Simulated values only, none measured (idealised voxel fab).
Process module, titled voxel released beams
Section cut is 180 nm wide and gridded with 5 nm square cells.
A cross-section is written here as square cells arranged in a grid, and it is given in bands from the top down, each band taking up one or more rows of cells. Each band's line starts with the height of the band's top and of its bottom, in nm. Then come its materials from left to right, each with its width in nm. One material with "full width" fills the band from edge to edge. "air" is empty space. Below 0: as-received wafer, all one material; heights counted from there. Lowest band: no bottom, goes on down, written "0 nm and below". The width entry "30..40" should be interpreted row by row: the top row of cells in the band takes the first number, the bottom row takes the second number, and the change between adjacent rows is uniform throughout. Reading "nothing was modified" for a step: not a cell of the cross-section changed in it. You'll see "Fully sealed cavities" listing empty spaces that have no way open to the top, as long as they're 8 cells or more; the notation is width x height at distance, where the distance is from the left edge, and all of it is in nm. Note: text after step settings on the step line = simulator remark on that step. Among the settings permitted on a step's line is "overlay nm"; applied to a step with a mask, it specifies the extent to which the mask lay to the right of its planned position, whereas a negative figure signifies a position to the left.

So here's the lineup of process steps we planned:
1: RECEIVE: material Si
2: CONFORMAL_DEP: material SiN, thk nm 10
3: DIRECTIONAL_DEP: material SiO2, thk nm 20
4: PATTERN: tone open, mask id ANCHOR, material resist, width nm 35, thk nm 15, overlay nm 0
5: DIRECTIONAL_ETCH: etch materials SiO2, depth nm 20
6: STRIP: etch materials resist
7: CONFORMAL_DEP: material TiN, thk nm 15
8: DIRECTIONAL_DEP: material aC, thk nm 15
9: PATTERN: tone cover, mask id BEAM, material resist, width nm 100, thk nm 30, overlay nm -15
10: DIRECTIONAL_ETCH: etch materials aC, depth nm 15
11: STRIP: etch materials resist
12: DIRECTIONAL_ETCH: etch materials TiN, depth nm 15
13: STRIP: etch materials aC
14: STRIP: etch materials SiO2
Among the wafers covered here, the point of difference is the overlay nm at step 9; their starting state is shared, and the plan presents the value of the first wafer.

Cut through the first of several wafers as received, post step 1:
0 nm and below  Si full width
Fully sealed cavities: none

Where each wafer stands at the end of the module, a row apiece: cells of each material gained (+) or lost (-) since it was received, then closed voids:
overlay nm -15; +72 SiN; +84 TiN; Fully sealed cavities: none
overlay nm -10; +72 SiN; +84 TiN; Fully sealed cavities: none
overlay nm -5; +72 SiN; +84 TiN; Fully sealed cavities: none
overlay nm 0; +72 SiN; +84 TiN; Fully sealed cavities: none
overlay nm 5; +72 SiN; +84 TiN; Fully sealed cavities: none
overlay nm 10; +72 SiN; +84 TiN; Fully sealed cavities: none
overlay nm 15; +72 SiN; +84 TiN; Fully sealed cavities: none
